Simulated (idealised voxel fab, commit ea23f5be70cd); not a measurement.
The process module that follows is named voxel released beams.
cross-section cut | 170 nm wide | cells 5 nm
The cross-sections in this document take the form of a grid made of square cells. They are written out as bands, in order from top to bottom. Each band consists of one or more rows of cells. Read a band's entry like this: the first values are the height of its top and the height of its bottom in nm, and what follows is the sequence of materials from left to right, each with its width in nm. Note that "empty" is empty space, and that a single material marked "everywhere" reaches across the band from edge to edge. It should be noted that heights are counted from 0, beneath which the wafer as supplied is of one material throughout, and that the lowest band possesses no lower boundary but continues downward, as written in "0 nm and below". When a width is written as two numbers, as in "30 to 40", the first number is the width in the top row of cells of the band and the second is the width in its bottom row, and the width changes by the same amount from each row to the next. "nothing was modified" for a step: no cell of the cross-section changed in that step. For the entry "Catalogued sealed voids", the listed items are empty spaces with no open way to the top whose size is 8 cells or more; each item follows the pattern width x height at distance, where distance is from the left edge and all three are in nm. It should be noted that, on the line of a given step, the content following the step's settings is a remark produced by the simulator itself with respect to that step. "overlay nm", when on a step's line for a step with a mask, measures how far to the right of its planned place the mask lay; a negative measure means to the left.
Set out below are the planned steps of the process:
1 RECEIVE, material Si
2 CONFORMAL_DEP, material SiN, thk nm 10
3 DIRECTIONAL_DEP, material SiO2, thk nm 10
4 MASKED_ETCH, tone open, mask id ANCHOR, width nm 45, etch materials SiO2, depth nm 10, overlay nm 0
5 CONFORMAL_DEP, material W, thk nm 15
6 MASKED_ETCH, tone cover, mask id BEAM, width nm 105, etch materials W, depth nm 15, overlay nm 0
7 STRIP, etch materials SiO2
Cross-section, incoming material, after step 1:
  0 nm and below  Si everywhere
  Catalogued sealed voids: none
The first of the two wafers as seen in cross-section once the module was finished; processing followed the plan:
  35 nm to 25 nm  empty=30 | W=20 | empty=15 | W=70 | empty=35
  25 nm to 20 nm  empty=30 | W=105 | empty=35
  20 nm to 10 nm  empty=35 | W=45 | empty=90
  10 nm to 0 nm  SiN everywhere
  0 nm and below  Si everywhere
  Catalogued sealed voids: none
Here's the second of our two wafers sectioned at module end. Same start as the first, same plan, but one mistake got made running it:
  35 nm to 25 nm  empty=30 | W=65 | empty=75
  25 nm to 20 nm  empty=30 | W=105 | empty=35
  20 nm to 10 nm  empty=20 | W=15 | SiO2=45 | W=55 | empty=35
  10 nm to 0 nm  SiN everywhere
  0 nm and below  Si everywhere
  Catalogued sealed voids: none
Heads up, the wafer didn't run the way we planned it: heads up, step 4 didn't go per plan, it actually ran as MASKED_ETCH, tone cover, mask id ANCHOR, width nm 45, etch materials SiO2, depth nm 10, overlay nm 0
Bottom line after processing is that, in cells, the second wafer is up or down on some materials versus the first: +18 SiO2
